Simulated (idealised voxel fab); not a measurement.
process module | voxel self aligned vias
cross-section cut | 295 nm wide | cells 5 nm
A cross-section is a grid of square cells, given in bands from the top down. A band is one or more rows of cells.
Each band's line starts with the height of the band's top and of its bottom, in nm. Then come its materials from left to right, each with its width in nm. One material with "throughout" fills the band from edge to edge. "air" is empty space.
Height 0 is the level under which the wafer as received is all one material. The lowest band goes on downwards, as in "0 down".
A width such as "30 to 40" changes by the same amount from each row of cells to the next, from the band's top row to its bottom row.
"no change" after a step means that no cell of the cross-section changed.
closed voids: empty space of 8 cells or more with no open way to the top, each as width x height at its distance from the left edge, in nm
after a step's settings: what the simulator itself notes on the step
overlay nm, on a step with a mask: how far to the right of its planned place the mask lay; to the left if negative
plan
1 op RECEIVE | material Si
2 op CONFORMAL_DEP | material SiO2 | thk nm 15
3 op CONFORMAL_DEP | material SiCN | thk nm 5
4 op DIRECTIONAL_DEP | material SiO2 | thk nm 30
5 op DIRECTIONAL_DEP | material aC | thk nm 15
6 op PATTERN | tone open | mask id LINES | material resist | width nm 20 | pitch nm 70 | thk nm 35 | overlay nm 0
7 op DIRECTIONAL_ETCH | etch materials aC | depth nm 15
8 op STRIP | etch materials resist
9 op DIRECTIONAL_ETCH | etch materials SiO2 | depth nm 30
10 op STRIP | etch materials aC
11 op CONFORMAL_DEP | material TiN | thk nm 5
12 op FILL_DEP | material W | thk nm 10
13 op CMP | height nm 50
14 op SELECTIVE_ETCH | etch materials W Ru TiN | depth nm 10
15 op FILL_DEP | material SiN | thk nm 5
16 op CMP | height nm 50
17 op DIRECTIONAL_DEP | material SiO2 | thk nm 20
18 op MASKED_ETCH | tone open | mask id VIAS | width nm 40 | pitch nm 140 | etch materials SiO2 | depth nm 20 | overlay nm 0
19 op MASKED_ETCH | tone open | mask id VIAS | width nm 40 | pitch nm 140 | etch materials SiN | depth nm 10 | overlay nm 0
20 op CONFORMAL_DEP | material TiN | thk nm 5
21 op FILL_DEP | material Ru | thk nm 10
22 op CMP | height nm 70
23 op CONFORMAL_DEP | material SiN | thk nm 5
as received, after step 1
  0 down: Si throughout
  closed voids: none
a wafer at the end: this start, this plan, one mistake
  75 to 70: SiN throughout
  70 to 50: SiO2 55 | TiN 5 | Ru 30 | TiN 5 | SiO2 100 | TiN 5 | Ru 30 | TiN 5 | SiO2 60
  50 to 45: SiN 55 | TiN 15 | Ru 10 | TiN 15 | SiN 100 | TiN 15 | Ru 10 | TiN 15 | SiN 60
  45 to 40: SiO2 65 | TiN 20 | SiO2 50 | SiN 20 | SiO2 50 | TiN 20 | SiO2 70
  40 to 35: SiO2 65 | SiN 20 | SiO2 50 | SiN 20 | SiO2 50 | SiN 20 | SiO2 70
  35 to 25: SiO2 65 | TiN 5 | W 10 | TiN 5 | SiO2 50 | TiN 5 | W 10 | TiN 5 | SiO2 50 | TiN 5 | W 10 | TiN 5 | SiO2 70
  25 to 20: SiO2 65 | TiN 20 | SiO2 50 | TiN 20 | SiO2 50 | TiN 20 | SiO2 70
  20 to 15: SiCN throughout
  15 to 0: SiO2 throughout
  0 down: Si throughout
  closed voids: none
what went wrong: step 13 ran as: op CMP | height nm 45
